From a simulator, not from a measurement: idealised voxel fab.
Proc. module: voxel self aligned contacts
Square cell edge 5 nm, section width 160 nm, ID cut.
In what follows, cross-sections appear as grids of square cells, described through bands that run from the top down, where every band is one or more rows of cells.
This entry defines a band. It first specifies the height of the band's top and the height of its bottom in nm, and then specifies the band's materials from left to right, stating each material with its width in nm. The word "all across" identifies a single material that fills the band from edge to edge, while the word "blank" identifies empty space.
Measure heights from 0. That's the level where, below it, the as-received wafer is all one material. The lowest band is bottomless and extends downward; write it as in "top 0, no bottom".
The notation "30..40" denotes a width that varies across the rows of cells in the band, beginning at the first number in the top row, finishing at the second number in the bottom row, and changing by an identical amount from each row to the next.
"no alteration" means the step left every cell of the cross-section as it was.
Voids not open to the top, 8 cells minimum: see "Fully sealed cavities". Written width x height at distance; distance is from the left edge; nm.
It should be noted that, on the line of a given step, the content following the step's settings is a remark produced by the simulator itself with respect to that step.
A step line may carry the setting "overlay nm", which, for steps involving a mask, states the distance by which the mask lay to the right of its intended position; negative values denote displacement to the left.
Process steps (planned):
step 1: RECEIVE [material Si]
step 2: OXIDIZE [depth nm 5]
step 3: DIRECTIONAL_DEP [material polySi] [thk nm 25]
step 4: DIRECTIONAL_DEP [material SiN] [thk nm 20]
step 5: DIRECTIONAL_DEP [material aC] [thk nm 10]
step 6: PATTERN [tone cover] [mask id GATE] [material resist] [width nm 30] [pitch nm 75] [thk nm 25] [overlay nm 0]
step 7: DIRECTIONAL_ETCH [etch materials aC] [depth nm 10]
step 8: STRIP [etch materials resist]
step 9: DIRECTIONAL_ETCH [etch materials SiN] [depth nm 20]
step 10: DIRECTIONAL_ETCH [etch materials polySi] [depth nm 25]
step 11: STRIP [etch materials aC]
step 12: CONFORMAL_DEP [material SiN] [thk nm 10]
step 13: DIRECTIONAL_ETCH [etch materials SiN] [depth nm 10]
step 14: FILL_DEP [material SiO2] [thk nm 15]
step 15: CMP [height nm 50]
step 16: DIRECTIONAL_DEP [material aC] [thk nm 15]
step 17: PATTERN [tone open] [mask id CONTACT] [material resist] [width nm 55] [thk nm 35] [overlay nm 0]
step 18: DIRECTIONAL_ETCH [etch materials aC] [depth nm 15]
step 19: STRIP [etch materials resist]
step 20: DIRECTIONAL_ETCH [etch materials SiO2] [depth nm 55]
step 21: STRIP [etch materials aC]
step 22: CONFORMAL_DEP [material TiN] [thk nm 5]
step 23: FILL_DEP [material Ru] [thk nm 10]
step 24: CMP [height nm 50]
step 25: CONFORMAL_DEP [material SiCN] [thk nm 5]
Cross-section of the incoming wafer, state after step 1:
    top 0, no bottom  Si all across
    Fully sealed cavities: none
Cross-section, first of two wafers, end of module, run as planned:
    top 55, bottom 50  SiCN all across
    top 50, bottom 45  50 nm SiO2 / 20 nm TiN / 15 nm Ru / 20 nm TiN / 55 nm SiO2
    top 45, bottom 25  15 nm SiO2 / 50 nm SiN / 5 nm TiN / 15 nm Ru / 5 nm TiN / 50 nm SiN / 20 nm SiO2
    top 25, bottom 0  15 nm SiO2 / 10 nm SiN / 30 nm polySi / 10 nm SiN / 5 nm TiN / 15 nm Ru / 5 nm TiN / 10 nm SiN / 30 nm polySi / 10 nm SiN / 20 nm SiO2
    top 0, bottom -5  65 nm SiO2 / 25 nm TiN / 70 nm SiO2
    top -5, no bottom  Si all across
    Fully sealed cavities: none
Wafer two cross-section, module end. Start and plan unchanged from wafer one; one mistake made during the run:
    top 55, bottom 50  SiCN all across
    top 50, bottom 40  50 nm SiO2 / 5 nm TiN / 45 nm Ru / 5 nm TiN / 55 nm SiO2
    top 40, bottom 35  50 nm SiO2 / 10 nm TiN / 35 nm Ru / 10 nm TiN / 55 nm SiO2
    top 35, bottom 25  25 nm SiO2 / 30 nm SiN / 5 nm TiN / 35 nm Ru / 5 nm TiN / 30 nm SiN / 30 nm SiO2
    top 25, bottom 0  25 nm SiO2 / 30 nm polySi / 5 nm TiN / 35 nm Ru / 5 nm TiN / 30 nm polySi / 30 nm SiO2
    top 0, bottom -5  55 nm SiO2 / 45 nm TiN / 60 nm SiO2
    top -5, no bottom  Si all across
    Fully sealed cavities: none
Which mistake was made when the wafer was run? not run: step 12 of the plan (skipped)
Per the end-of-run cell counts, the second wafer holds more or fewer of some materials than the first: Ru: 44 more | SiN: 96 fewer | SiO2: 52 more
